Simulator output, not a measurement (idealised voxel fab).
The name of this process module is voxel self aligned contacts.
The cross-section shown here is cut; it is 160 nm wide and divided into square cells measuring 5 nm on a side.
In what follows, cross-sections appear as grids of square cells, described through bands that run from the top down, where every band is one or more rows of cells. Heights first: top, then bottom, in nm. Then materials, left to right, each with a width in nm. "throughout" on a single material: fills the band edge to edge. "empty": empty space. Heights are reckoned from 0. Under this level, the received wafer is all of one material. The bottommost band is open-ended downward, for example "top 0, no bottom". Width spec "30..40" -> top row of cells at first value, bottom row at second value, equal per-row change in between. A step reported as "nothing altered" is a step in which no cell of the cross-section changed. "Cavities, sealed" enumerates empty spaces isolated from the top, with no open way to it, that contain at least 8 cells, giving each as width x height at distance from the left edge, all three in nm. after a step's settings: what the simulator itself notes on the step. For masked steps, "overlay nm" on the step line gives how far right of plan the mask actually lay; a minus sign means it lay to the left.

Planned step list for the process:
1. RECEIVE [material Si]
2. CONFORMAL_DEP [material SiO2] [thk nm 5]
3. DIRECTIONAL_DEP [material polySi] [thk nm 20]
4. DIRECTIONAL_DEP [material SiN] [thk nm 25]
5. MASKED_ETCH [tone cover] [mask id GATE] [width nm 25] [pitch nm 60] [etch materials SiN] [depth nm 25] [overlay nm 0]
6. MASKED_ETCH [tone cover] [mask id GATE] [width nm 25] [pitch nm 60] [etch materials polySi] [depth nm 20] [overlay nm 0]
7. CONFORMAL_DEP [material SiN] [thk nm 10]
8. DIRECTIONAL_ETCH [etch materials SiN] [depth nm 10]
9. FILL_DEP [material SiO2] [thk nm 20]
10. CMP [height nm 60]
11. MASKED_ETCH [tone open] [mask id CONTACT] [width nm 45] [etch materials SiO2] [depth nm 60] [overlay nm 0]
12. CONFORMAL_DEP [material TiN] [thk nm 5]
13. FILL_DEP [material Ru] [thk nm 10]
14. CMP [height nm 60]
15. CONFORMAL_DEP [material SiCN] [thk nm 5]

On the first of the two wafers: run conducted according to plan:

Wafer cross-section on receipt, i.e. after step 1:
	top 0, no bottom  Si throughout
	Cavities, sealed: none

Cross-section of the wafer after step 2:
	top 5, bottom 0  SiO2 throughout
	Everything below 0 is unchanged.

Cross-section of the wafer after step 3:
	top 25, bottom 5  polySi throughout
	Everything below 5 is unchanged.

Cross-section of the wafer after step 4:
	top 50, bottom 25  SiN throughout
	Everything below 25 is unchanged.

Cross-section of the wafer after step 5:
	top 50, bottom 25  35 nm empty; 25 nm SiN; 35 nm empty; 25 nm SiN; 40 nm empty
	Everything below 25 is unchanged.

Cross-section of the wafer after step 6:
	top 50, bottom 25  35 nm empty; 25 nm SiN; 35 nm empty; 25 nm SiN; 40 nm empty
	top 25, bottom 5  35 nm empty; 25 nm polySi; 35 nm empty; 25 nm polySi; 40 nm empty
	Everything below 5 is unchanged.

Cross-section of the wafer after step 7:
	top 60, bottom 25  25 nm empty; 45 nm SiN; 15 nm empty; 45 nm SiN; 30 nm empty
	top 25, bottom 15  25 nm empty; 10 nm SiN; 25 nm polySi; 10 nm SiN; 15 nm empty; 10 nm SiN; 25 nm polySi; 10 nm SiN; 30 nm empty
	top 15, bottom 5  35 nm SiN; 25 nm polySi; 35 nm SiN; 25 nm polySi; 40 nm SiN
	Everything below 5 is unchanged.

Cross-section of the wafer after step 8:
	top 50, bottom 25  25 nm empty; 45 nm SiN; 15 nm empty; 45 nm SiN; 30 nm empty
	top 25, bottom 5  25 nm empty; 10 nm SiN; 25 nm polySi; 10 nm SiN; 15 nm empty; 10 nm SiN; 25 nm polySi; 10 nm SiN; 30 nm empty
	Everything below 5 is unchanged.

Cross-section of the wafer after step 9:
	top 70, bottom 50  SiO2 throughout
	top 50, bottom 25  25 nm SiO2; 45 nm SiN; 15 nm SiO2; 45 nm SiN; 30 nm SiO2
	top 25, bottom 5  25 nm SiO2; 10 nm SiN; 25 nm polySi; 10 nm SiN; 15 nm SiO2; 10 nm SiN; 25 nm polySi; 10 nm SiN; 30 nm SiO2
	Everything below 5 is unchanged.

Cross-section of the wafer after step 10:
	top 60, bottom 50  SiO2 throughout
	Everything below 50 is unchanged.

Cross-section of the wafer after step 11:
	top 60, bottom 50  55 nm SiO2; 45 nm empty; 60 nm SiO2
	top 50, bottom 25  25 nm SiO2; 45 nm SiN; 15 nm empty; 45 nm SiN; 30 nm SiO2
	top 25, bottom 5  25 nm SiO2; 10 nm SiN; 25 nm polySi; 10 nm SiN; 15 nm empty; 10 nm SiN; 25 nm polySi; 10 nm SiN; 30 nm SiO2
	top 5, bottom 0  70 nm SiO2; 15 nm empty; 75 nm SiO2
	Everything below 0 is unchanged.

Cross-section of the wafer after step 12:
	top 65, bottom 60  60 nm TiN; 35 nm empty; 65 nm TiN
	top 60, bottom 50  55 nm SiO2; 5..20 nm TiN; 35..5 nm empty; 5..20 nm TiN; 60 nm SiO2
	top 50, bottom 25  25 nm SiO2; 45 nm SiN; 5 nm TiN; 5 nm empty; 5 nm TiN; 45 nm SiN; 30 nm SiO2
	top 25, bottom 5  25 nm SiO2; 10 nm SiN; 25 nm polySi; 10 nm SiN; 5 nm TiN; 5 nm empty; 5 nm TiN; 10 nm SiN; 25 nm polySi; 10 nm SiN; 30 nm SiO2
	top 5, bottom 0  70 nm SiO2; 15 nm TiN; 75 nm SiO2
	Everything below 0 is unchanged.

Cross-section of the wafer after step 13:
	top 75, bottom 65  Ru throughout
	top 65, bottom 60  60 nm TiN; 35 nm Ru; 65 nm TiN
	top 60, bottom 50  55 nm SiO2; 5..20 nm TiN; 35..5 nm Ru; 5..20 nm TiN; 60 nm SiO2
	top 50, bottom 25  25 nm SiO2; 45 nm SiN; 5 nm TiN; 5 nm Ru; 5 nm TiN; 45 nm SiN; 30 nm SiO2
	top 25, bottom 5  25 nm SiO2; 10 nm SiN; 25 nm polySi; 10 nm SiN; 5 nm TiN; 5 nm Ru; 5 nm TiN; 10 nm SiN; 25 nm polySi; 10 nm SiN; 30 nm SiO2
	Everything below 5 is unchanged.

Cross-section of the wafer after step 14:
	top 60, bottom 50  55 nm SiO2; 5..20 nm TiN; 35..5 nm Ru; 5..20 nm TiN; 60 nm SiO2
	Everything below 50 is unchanged.

Cross-section of the wafer after step 15:
	top 65, bottom 60  SiCN throughout
	Everything below 60 is unchanged.

Second wafer, same starting conditions and recipe as the first, one mistake in executing it, nothing differs from the first up to and including step 4:

Look at the second wafer in cross-section at the time step 5 ought to have finished:
	top 50, bottom 25  35 nm SiN; 25 nm empty; 35 nm SiN; 25 nm empty; 40 nm SiN
	Everything below 25 is unchanged.

Look at the second wafer in cross-section at the time step 6 ought to have finished: nothing altered

Look at the second wafer in cross-section at the time step 7 ought to have finished:
	top 60, bottom 35  45 nm SiN; 5 nm empty; 55 nm SiN; 5 nm empty; 50 nm SiN
	top 35, bottom 25  SiN throughout
	Everything below 25 is unchanged.

Look at the second wafer in cross-section at the time step 8 ought to have finished:
	top 50, bottom 25  45 nm SiN; 5 nm empty; 55 nm SiN; 5 nm empty; 50 nm SiN
	Everything below 25 is unchanged.

Look at the second wafer in cross-section at the time step 9 ought to have finished:
	top 70, bottom 50  SiO2 throughout
	top 50, bottom 25  45 nm SiN; 5 nm SiO2; 55 nm SiN; 5 nm SiO2; 50 nm SiN
	Everything below 25 is unchanged.

Look at the second wafer in cross-section at the time step 10 ought to have finished:
	top 60, bottom 50  SiO2 throughout
	Everything below 50 is unchanged.

Look at the second wafer in cross-section at the time step 11 ought to have finished:
	top 60, bottom 50  55 nm SiO2; 45 nm empty; 60 nm SiO2
	Everything below 50 is unchanged.

Look at the second wafer in cross-section at the time step 12 ought to have finished:
	top 65, bottom 60  60 nm TiN; 35 nm empty; 65 nm TiN
	top 60, bottom 55  55 nm SiO2; 5 nm TiN; 35 nm empty; 5 nm TiN; 60 nm SiO2
	top 55, bottom 50  55 nm SiO2; 45 nm TiN; 60 nm SiO2
	Everything below 50 is unchanged.

Look at the second wafer in cross-section at the time step 13 ought to have finished:
	top 75, bottom 65  Ru throughout
	top 65, bottom 60  60 nm TiN; 35 nm Ru; 65 nm TiN
	top 60, bottom 55  55 nm SiO2; 5 nm TiN; 35 nm Ru; 5 nm TiN; 60 nm SiO2
	Everything below 55 is unchanged.

Look at the second wafer in cross-section at the time step 14 ought to have finished:
	top 60, bottom 55  55 nm SiO2; 5 nm TiN; 35 nm Ru; 5 nm TiN; 60 nm SiO2
	Everything below 55 is unchanged.

Look at the second wafer in cross-section at the time step 15 ought to have finished:
	top 65, bottom 60  SiCN throughout
	Everything below 60 is unchanged.
It is concluded that the wafer was processed incorrectly with respect to the plan, in that step 5, actual vs plan mismatch, actual run MASKED_ETCH [tone open] [mask id GATE] [width nm 25] [pitch nm 60] [etch materials SiN] [depth nm 25] [overlay nm 0]
Counted in cells at the end, the second wafer holds more or fewer of these materials than the first: Ru: 10 fewer, SiN: 28 more, SiO2: 86 fewer, TiN: 20 fewer, polySi: 88 more
